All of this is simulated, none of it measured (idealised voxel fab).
Process module, titled voxel self aligned contacts
240 nm wide, 5 nm square cells: that's cross-section cut.
How to read a cross-section here: the picture is a grid of square cells, written as bands going from the top down, and any band can span one or more rows of cells. Each band's line starts with the height of the band's top and of its bottom, in nm. Then come its materials from left to right, each with its width in nm. One material with "throughout" fills the band from edge to edge. "blank" is empty space. Heights from 0 (as-received wafer is one material below). Bottom band endless downward, as "0 and below". When a width is written as two numbers, as in "30..40", the first number is the width in the top row of cells of the band and the second is the width in its bottom row, and the width changes by the same amount from each row to the next. Basically "changes: none" means that step didn't change any cell in the cross-section. This entry, "Voids lacking openings", enumerates those empty regions of no fewer than 8 cells that possess no open connection to the top. Each region is reported in the form width x height at distance, the distance being taken from the left edge, with all three quantities expressed in nm. after a step's settings: what the simulator itself notes on the step. overlay nm: on a step with a mask, how far right of its planned place the mask lay; negative means left.
Process steps foreseen in the plan:
1. RECEIVE, material Si
2. OXIDIZE, depth nm 5
3. DIRECTIONAL_DEP, material polySi, thk nm 30
4. DIRECTIONAL_DEP, material SiN, thk nm 15
5. MASKED_ETCH, tone cover, mask id GATE, width nm 30, pitch nm 60, etch materials SiN, depth nm 15, overlay nm 0
6. MASKED_ETCH, tone cover, mask id GATE, width nm 30, pitch nm 60, etch materials polySi, depth nm 30, overlay nm 0
7. CONFORMAL_DEP, material SiN, thk nm 5
8. DIRECTIONAL_ETCH, etch materials SiN, depth nm 5
9. FILL_DEP, material SiO2, thk nm 20
10. CMP, height nm 55
11. DIRECTIONAL_DEP, material aC, thk nm 15
12. PATTERN, tone open, mask id CONTACT, material resist, width nm 40, thk nm 30, overlay nm 0
13. DIRECTIONAL_ETCH, etch materials aC, depth nm 15
14. STRIP, etch materials resist
15. DIRECTIONAL_ETCH, etch materials SiO2, depth nm 60
16. STRIP, etch materials aC
17. CONFORMAL_DEP, material TiN, thk nm 5
18. FILL_DEP, material Ru, thk nm 5
19. CMP, height nm 55
20. CONFORMAL_DEP, material SiCN, thk nm 5
Account of the first of two wafers, which was processed as intended:
Cross-section of the wafer as it came to us, i.e., already through step 1:
- 0 and below = Si throughout
- Voids lacking openings: none
Presented here is a cross-section of the wafer after step 2 has been performed:
- 0 down to -5 = SiO2 throughout
- At heights below -5, the structure remains unaltered.
Presented here is a cross-section of the wafer after step 3 has been performed:
- 30 down to 0 = polySi throughout
- At heights below 0, the structure remains unaltered.
Presented here is a cross-section of the wafer after step 4 has been performed:
- 45 down to 30 = SiN throughout
- At heights below 30, the structure remains unaltered.
Presented here is a cross-section of the wafer after step 5 has been performed:
- 45 down to 30 = 75 nm blank, then 30 nm SiN, then 30 nm blank, then 30 nm SiN, then 75 nm blank
- At heights below 30, the structure remains unaltered.
Presented here is a cross-section of the wafer after step 6 has been performed:
- 45 down to 30 = 75 nm blank, then 30 nm SiN, then 30 nm blank, then 30 nm SiN, then 75 nm blank
- 30 down to 0 = 75 nm blank, then 30 nm polySi, then 30 nm blank, then 30 nm polySi, then 75 nm blank
- At heights below 0, the structure remains unaltered.
Presented here is a cross-section of the wafer after step 7 has been performed:
- 50 down to 30 = 70 nm blank, then 40 nm SiN, then 20 nm blank, then 40 nm SiN, then 70 nm blank
- 30 down to 5 = 70 nm blank, then 5 nm SiN, then 30 nm polySi, then 5 nm SiN, then 20 nm blank, then 5 nm SiN, then 30 nm polySi, then 5 nm SiN, then 70 nm blank
- 5 down to 0 = 75 nm SiN, then 30 nm polySi, then 30 nm SiN, then 30 nm polySi, then 75 nm SiN
- At heights below 0, the structure remains unaltered.
Presented here is a cross-section of the wafer after step 8 has been performed:
- 45 down to 30 = 70 nm blank, then 40 nm SiN, then 20 nm blank, then 40 nm SiN, then 70 nm blank
- 30 down to 0 = 70 nm blank, then 5 nm SiN, then 30 nm polySi, then 5 nm SiN, then 20 nm blank, then 5 nm SiN, then 30 nm polySi, then 5 nm SiN, then 70 nm blank
- At heights below 0, the structure remains unaltered.
Presented here is a cross-section of the wafer after step 9 has been performed:
- 65 down to 45 = SiO2 throughout
- 45 down to 30 = 70 nm SiO2, then 40 nm SiN, then 20 nm SiO2, then 40 nm SiN, then 70 nm SiO2
- 30 down to 0 = 70 nm SiO2, then 5 nm SiN, then 30 nm polySi, then 5 nm SiN, then 20 nm SiO2, then 5 nm SiN, then 30 nm polySi, then 5 nm SiN, then 70 nm SiO2
- At heights below 0, the structure remains unaltered.
Presented here is a cross-section of the wafer after step 10 has been performed:
- 55 down to 45 = SiO2 throughout
- At heights below 45, the structure remains unaltered.
Presented here is a cross-section of the wafer after step 11 has been performed:
- 70 down to 55 = aC throughout
- At heights below 55, the structure remains unaltered.
Presented here is a cross-section of the wafer after step 12 has been performed:
- 100 down to 70 = 100 nm resist, then 40 nm blank, then 100 nm resist
- At heights below 70, the structure remains unaltered.
Presented here is a cross-section of the wafer after step 13 has been performed:
- 85 down to 70 = 100 nm resist, then 40 nm blank, then 100 nm resist
- 70 down to 55 = 100 nm aC, then 40 nm blank, then 100 nm aC
- At heights below 55, the structure remains unaltered.
Presented here is a cross-section of the wafer after step 14 has been performed:
- 70 down to 55 = 100 nm aC, then 40 nm blank, then 100 nm aC
- At heights below 55, the structure remains unaltered.
Presented here is a cross-section of the wafer after step 15 has been performed:
- 70 down to 55 = 100 nm aC, then 40 nm blank, then 100 nm aC
- 55 down to 45 = 100 nm SiO2, then 40 nm blank, then 100 nm SiO2
- 45 down to 30 = 70 nm SiO2, then 40 nm SiN, then 20 nm blank, then 40 nm SiN, then 70 nm SiO2
- 30 down to 0 = 70 nm SiO2, then 5 nm SiN, then 30 nm polySi, then 5 nm SiN, then 20 nm blank, then 5 nm SiN, then 30 nm polySi, then 5 nm SiN, then 70 nm SiO2
- 0 down to -5 = 110 nm SiO2, then 20 nm blank, then 110 nm SiO2
- At heights below -5, the structure remains unaltered.
Presented here is a cross-section of the wafer after step 16 has been performed:
- 55 down to 45 = 100 nm SiO2, then 40 nm blank, then 100 nm SiO2
- At heights below 45, the structure remains unaltered.
Presented here is a cross-section of the wafer after step 17 has been performed:
- 60 down to 55 = 105 nm TiN, then 30 nm blank, then 105 nm TiN
- 55 down to 45 = 100 nm SiO2, then 5..15 nm TiN, then 30..10 nm blank, then 5..15 nm TiN, then 100 nm SiO2
- 45 down to 30 = 70 nm SiO2, then 40 nm SiN, then 5 nm TiN, then 10 nm blank, then 5 nm TiN, then 40 nm SiN, then 70 nm SiO2
- 30 down to 0 = 70 nm SiO2, then 5 nm SiN, then 30 nm polySi, then 5 nm SiN, then 5 nm TiN, then 10 nm blank, then 5 nm TiN, then 5 nm SiN, then 30 nm polySi, then 5 nm SiN, then 70 nm SiO2
- 0 down to -5 = 110 nm SiO2, then 20 nm TiN, then 110 nm SiO2
- At heights below -5, the structure remains unaltered.
Presented here is a cross-section of the wafer after step 18 has been performed:
- 65 down to 60 = Ru throughout
- 60 down to 55 = 105 nm TiN, then 30 nm Ru, then 105 nm TiN
- 55 down to 45 = 100 nm SiO2, then 5..15 nm TiN, then 30..10 nm Ru, then 5..15 nm TiN, then 100 nm SiO2
- 45 down to 30 = 70 nm SiO2, then 40 nm SiN, then 5 nm TiN, then 10 nm Ru, then 5 nm TiN, then 40 nm SiN, then 70 nm SiO2
- 30 down to 0 = 70 nm SiO2, then 5 nm SiN, then 30 nm polySi, then 5 nm SiN, then 5 nm TiN, then 10 nm Ru, then 5 nm TiN, then 5 nm SiN, then 30 nm polySi, then 5 nm SiN, then 70 nm SiO2
- At heights below 0, the structure remains unaltered.
Presented here is a cross-section of the wafer after step 19 has been performed:
- 55 down to 45 = 100 nm SiO2, then 5..15 nm TiN, then 30..10 nm Ru, then 5..15 nm TiN, then 100 nm SiO2
- At heights below 45, the structure remains unaltered.
Presented here is a cross-section of the wafer after step 20 has been performed:
- 60 down to 55 = SiCN throughout
- At heights below 55, the structure remains unaltered.
Second wafer - shared start and plan with the first - one error in running - same as the first up to step 2 inclusive:
When step 3 should have ended:
- 60 down to 0 = polySi throughout
- At heights below 0, the structure remains unaltered.
When step 4 should have ended:
- 75 down to 60 = SiN throughout
- At heights below 60, the structure remains unaltered.
When step 5 should have ended:
- 75 down to 60 = 75 nm blank, then 30 nm SiN, then 30 nm blank, then 30 nm SiN, then 75 nm blank
- At heights below 60, the structure remains unaltered.
When step 6 should have ended:
- 75 down to 60 = 75 nm blank, then 30 nm SiN, then 30 nm blank, then 30 nm SiN, then 75 nm blank
- 60 down to 30 = 75 nm blank, then 30 nm polySi, then 30 nm blank, then 30 nm polySi, then 75 nm blank
- At heights below 30, the structure remains unaltered.
When step 7 should have ended:
- 80 down to 60 = 70 nm blank, then 40 nm SiN, then 20 nm blank, then 40 nm SiN, then 70 nm blank
- 60 down to 35 = 70 nm blank, then 5 nm SiN, then 30 nm polySi, then 5 nm SiN, then 20 nm blank, then 5 nm SiN, then 30 nm polySi, then 5 nm SiN, then 70 nm blank
- 35 down to 30 = 75 nm SiN, then 30 nm polySi, then 30 nm SiN, then 30 nm polySi, then 75 nm SiN
- At heights below 30, the structure remains unaltered.
When step 8 should have ended:
- 75 down to 60 = 70 nm blank, then 40 nm SiN, then 20 nm blank, then 40 nm SiN, then 70 nm blank
- 60 down to 30 = 70 nm blank, then 5 nm SiN, then 30 nm polySi, then 5 nm SiN, then 20 nm blank, then 5 nm SiN, then 30 nm polySi, then 5 nm SiN, then 70 nm blank
- At heights below 30, the structure remains unaltered.
When step 9 should have ended:
- 95 down to 75 = SiO2 throughout
- 75 down to 60 = 70 nm SiO2, then 40 nm SiN, then 20 nm SiO2, then 40 nm SiN, then 70 nm SiO2
- 60 down to 30 = 70 nm SiO2, then 5 nm SiN, then 30 nm polySi, then 5 nm SiN, then 20 nm SiO2, then 5 nm SiN, then 30 nm polySi, then 5 nm SiN, then 70 nm SiO2
- At heights below 30, the structure remains unaltered.
When step 10 should have ended:
- 55 down to 30 = 70 nm SiO2, then 5 nm SiN, then 30 nm polySi, then 5 nm SiN, then 20 nm SiO2, then 5 nm SiN, then 30 nm polySi, then 5 nm SiN, then 70 nm SiO2
- At heights below 30, the structure remains unaltered.
When step 11 should have ended:
- 70 down to 55 = aC throughout
- At heights below 55, the structure remains unaltered.
When step 12 should have ended:
- 100 down to 70 = 100 nm resist, then 40 nm blank, then 100 nm resist
- At heights below 70, the structure remains unaltered.
When step 13 should have ended:
- 85 down to 70 = 100 nm resist, then 40 nm blank, then 100 nm resist
- 70 down to 55 = 100 nm aC, then 40 nm blank, then 100 nm aC
- At heights below 55, the structure remains unaltered.
When step 14 should have ended:
- 70 down to 55 = 100 nm aC, then 40 nm blank, then 100 nm aC
- At heights below 55, the structure remains unaltered.
When step 15 should have ended:
- 70 down to 55 = 100 nm aC, then 40 nm blank, then 100 nm aC
- 55 down to 30 = 70 nm SiO2, then 5 nm SiN, then 30 nm polySi, then 5 nm SiN, then 20 nm blank, then 5 nm SiN, then 30 nm polySi, then 5 nm SiN, then 70 nm SiO2
- At heights below 30, the structure remains unaltered.
When step 16 should have ended:
- 55 down to 30 = 70 nm SiO2, then 5 nm SiN, then 30 nm polySi, then 5 nm SiN, then 20 nm blank, then 5 nm SiN, then 30 nm polySi, then 5 nm SiN, then 70 nm SiO2
- At heights below 30, the structure remains unaltered.
When step 17 should have ended:
- 60 down to 55 = 115 nm TiN, then 10 nm blank, then 115 nm TiN
- 55 down to 35 = 70 nm SiO2, then 5 nm SiN, then 30 nm polySi, then 5 nm SiN, then 5 nm TiN, then 10 nm blank, then 5 nm TiN, then 5 nm SiN, then 30 nm polySi, then 5 nm SiN, then 70 nm SiO2
- 35 down to 30 = 70 nm SiO2, then 5 nm SiN, then 30 nm polySi, then 5 nm SiN, then 20 nm TiN, then 5 nm SiN, then 30 nm polySi, then 5 nm SiN, then 70 nm SiO2
- At heights below 30, the structure remains unaltered.
When step 18 should have ended:
- 65 down to 60 = Ru throughout
- 60 down to 55 = 115 nm TiN, then 10 nm Ru, then 115 nm TiN
- 55 down to 35 = 70 nm SiO2, then 5 nm SiN, then 30 nm polySi, then 5 nm SiN, then 5 nm TiN, then 10 nm Ru, then 5 nm TiN, then 5 nm SiN, then 30 nm polySi, then 5 nm SiN, then 70 nm SiO2
- At heights below 35, the structure remains unaltered.
When step 19 should have ended:
- 55 down to 35 = 70 nm SiO2, then 5 nm SiN, then 30 nm polySi, then 5 nm SiN, then 5 nm TiN, then 10 nm Ru, then 5 nm TiN, then 5 nm SiN, then 30 nm polySi, then 5 nm SiN, then 70 nm SiO2
- At heights below 35, the structure remains unaltered.
When step 20 should have ended:
- 60 down to 55 = SiCN throughout
- At heights below 55, the structure remains unaltered.
Run error: yeah, plan step 3 got run twice
End of process, cell counts, second wafer against first, materials with more or fewer: -18 Ru; -52 SiN; -188 SiO2; -18 TiN; +276 polySi
